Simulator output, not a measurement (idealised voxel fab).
A process module follows: voxel gate over fins.
It is cross-section cut that appears here, measuring 220 nm in width, its square cells being 5 nm in size.
A cross-section is written here as square cells arranged in a grid, and it is given in bands from the top down, each band taking up one or more rows of cells. Basically the band line says how high the top is and how high the bottom is, in nm, and then what's in it from left to right, every material with its width in nm. Empty space shows up as "blank", and if a single material carries "edge to edge" it runs the full band edge to edge. Ref level 0: as-received wafer is one material below here. Bottom band extends down with no lower bound ("0 down"). Width: "30 to 40" (first number = top row, second number = bottom row, same change from row to row of cells). A step reported as "changes: none" is a step in which no cell of the cross-section changed. Closed void list: empty space of 8 cells or more with no open way to the top, each as width x height at its distance from the left edge, in nm. Read whatever lies past the settings on a step's line as the simulator's own remark about the step. "overlay nm" answers the question of how far to the right of plan the mask lay on a step that has a mask, and when it is negative the answer is to the left.
List of planned process steps
- 1: RECEIVE (material Si)
- 2: CONFORMAL_DEP (material SiN; thk nm 10)
- 3: PATTERN (tone cover; mask id FINS; material resist; width nm 15; pitch nm 55; thk nm 15; overlay nm 0)
- 4: DIRECTIONAL_ETCH (etch materials SiN; depth nm 10)
- 5: DIRECTIONAL_ETCH (etch materials Si; depth nm 30)
- 6: STRIP (etch materials resist)
- 7: FILL_DEP (material SiO2; thk nm 5)
- 8: CMP (height nm 10)
- 9: PATTERN (tone open; mask id RAIL; material resist; width nm 15; thk nm 20; overlay nm 0)
- 10: DIRECTIONAL_ETCH (etch materials SiO2; depth nm 35)
- 11: STRIP (etch materials resist)
- 12: CONFORMAL_DEP (material TiN; thk nm 5)
- 13: FILL_DEP (material W; thk nm 5)
- 14: CMP (height nm 10)
- 15: SELECTIVE_ETCH (etch materials W Ru TiN; depth nm 30)
- 16: FILL_DEP (material SiO2; thk nm 5)
- 17: CMP (height nm 10)
- 18: SELECTIVE_ETCH (etch materials SiO2; depth nm 20)
- 19: STRIP (etch materials SiN)
- 20: CONFORMAL_DEP (material HfO2; thk nm 5)
- 21: CONFORMAL_DEP (material TiN; thk nm 5)
- 22: FILL_DEP (material W; thk nm 15)
- 23: CMP (height nm 20)
- 24: CONFORMAL_DEP (material SiCN; thk nm 10)
Cross-section: wafer on arrival = after step 1
> 0 down  Si edge to edge
> Closed void list: none
Cross-section taken at module completion on the first of two wafers; processed per the plan
> 30 to 20  SiCN edge to edge
> 20 to 10  W edge to edge
> 10 to 5  35 of W, 35 of TiN, 20 of W, 35 of TiN, 20 of W, 35 of TiN, 40 of W
> 5 to 0  35 of W, 5 of TiN, 25 of HfO2, 5 of TiN, 20 of W, 5 of TiN, 25 of HfO2, 5 of TiN, 20 of W, 5 of TiN, 25 of HfO2, 5 of TiN, 40 of W
> 0 to -5  40 of TiN, 5 of HfO2, 15 of Si, 5 of HfO2, 30 of TiN, 5 of HfO2, 15 of Si, 5 of HfO2, 30 of TiN, 5 of HfO2, 15 of Si, 5 of HfO2, 45 of TiN
> -5 to -10  45 of HfO2, 15 of Si, 40 of HfO2, 15 of Si, 40 of HfO2, 15 of Si, 50 of HfO2
> -10 to -20  45 of SiO2, 15 of Si, 40 of SiO2, 15 of Si, 40 of SiO2, 15 of Si, 50 of SiO2
> -20 to -25  45 of SiO2, 15 of Si, 10 of SiO2, 15 of TiN, 15 of SiO2, 15 of Si, 40 of SiO2, 15 of Si, 50 of SiO2
> -25 to -30  45 of SiO2, 15 of Si, 40 of SiO2, 15 of Si, 40 of SiO2, 15 of Si, 50 of SiO2
> -30 down  Si edge to edge
> Closed void list: none
What the second wafer looks like in cross-section once the module is done. Its start and its plan matched the first wafer's exactly; what differed was one mistake in how it was run
> 30 to 20  SiCN edge to edge
> 20 to 5  W edge to edge
> 5 to 0  40 of W, 25 of TiN, 30 of W, 25 of TiN, 30 of W, 25 of TiN, 45 of W
> 0 to -5  40 of W, 5 of TiN, 15 of Si, 5 of TiN, 30 of W, 5 of TiN, 15 of Si, 5 of TiN, 30 of W, 5 of TiN, 15 of Si, 5 of TiN, 45 of W
> -5 to -10  45 of TiN, 15 of Si, 40 of TiN, 15 of Si, 40 of TiN, 15 of Si, 50 of TiN
> -10 to -20  45 of SiO2, 15 of Si, 40 of SiO2, 15 of Si, 40 of SiO2, 15 of Si, 50 of SiO2
> -20 to -25  45 of SiO2, 15 of Si, 10 of SiO2, 15 of TiN, 15 of SiO2, 15 of Si, 40 of SiO2, 15 of Si, 50 of SiO2
> -25 to -30  45 of SiO2, 15 of Si, 40 of SiO2, 15 of Si, 40 of SiO2, 15 of Si, 50 of SiO2
> -30 down  Si edge to edge
> Closed void list: none
Where did the run depart from the plan? step 20 in the plan did not get run; it was skipped
Per the end-of-run cell counts, the second wafer holds more or fewer of some materials than the first: HfO2: 56 fewer, W: 56 more
